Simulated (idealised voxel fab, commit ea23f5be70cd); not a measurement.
process module | voxel released beams
cross-section cut | 190 nm wide | cells 5 nm
A cross-section is a grid of square cells, given in bands from the top down. A band is one or more rows of cells.
Each band's line starts with the height of the band's top and of its bottom, in nm. Then come its materials from left to right, each with its width in nm. One material with "throughout" fills the band from edge to edge. "air" is empty space.
Height 0 is the level under which the wafer as received is all one material. The lowest band goes on downwards, as in "0 down".
A width such as "30 to 40" changes by the same amount from each row of cells to the next, from the band's top row to its bottom row.
"no change" after a step means that no cell of the cross-section changed.
closed voids: empty space of 8 cells or more with no open way to the top, each as width x height at its distance from the left edge, in nm
after a step's settings: what the simulator itself notes on the step
overlay nm, on a step with a mask: how far to the right of its planned place the mask lay; to the left if negative
plan
1 op RECEIVE | material Si
2 op CONFORMAL_DEP | material SiN | thk nm 5
3 op DIRECTIONAL_DEP | material SiO2 | thk nm 20
4 op PATTERN | tone open | mask id ANCHOR | material resist | width nm 45 | thk nm 15 | overlay nm 0
5 op DIRECTIONAL_ETCH | etch materials SiO2 | depth nm 20
6 op STRIP | etch materials resist
7 op CONFORMAL_DEP | material TiN | thk nm 15
8 op PATTERN | tone cover | mask id BEAM | material resist | width nm 130 | thk nm 15 | overlay nm 0
9 op DIRECTIONAL_ETCH | etch materials TiN | depth nm 15
10 op STRIP | etch materials resist
11 op STRIP | etch materials SiO2
as received, after step 1
  0 down: Si throughout
  closed voids: none
first wafer at the end, as planned
  40 to 25: air 25 | TiN 20 | air 15 | TiN 95 | air 35
  25 to 20: air 30 | TiN 15 | air 15 | TiN 15 | air 115
  20 to 5: air 30 | TiN 45 | air 115
  5 to 0: SiN throughout
  0 down: Si throughout
  closed voids: none
second wafer at the end: like start, like plan, one mistake
  40 to 25: SiN 45 | air 15 | SiN 130
  25 to 20: SiO2 30 | SiN 15 | air 15 | SiN 15 | SiO2 115
  20 to 5: SiO2 30 | SiN 45 | SiO2 115
  5 to 0: SiN throughout
  0 down: Si throughout
  closed voids: none
what went wrong: step 7 ran as: op CONFORMAL_DEP | material SiN | thk nm 15
at the end the second wafer has, in cells: 138 more of SiN | 116 more of SiO2 | 102 fewer of TiN
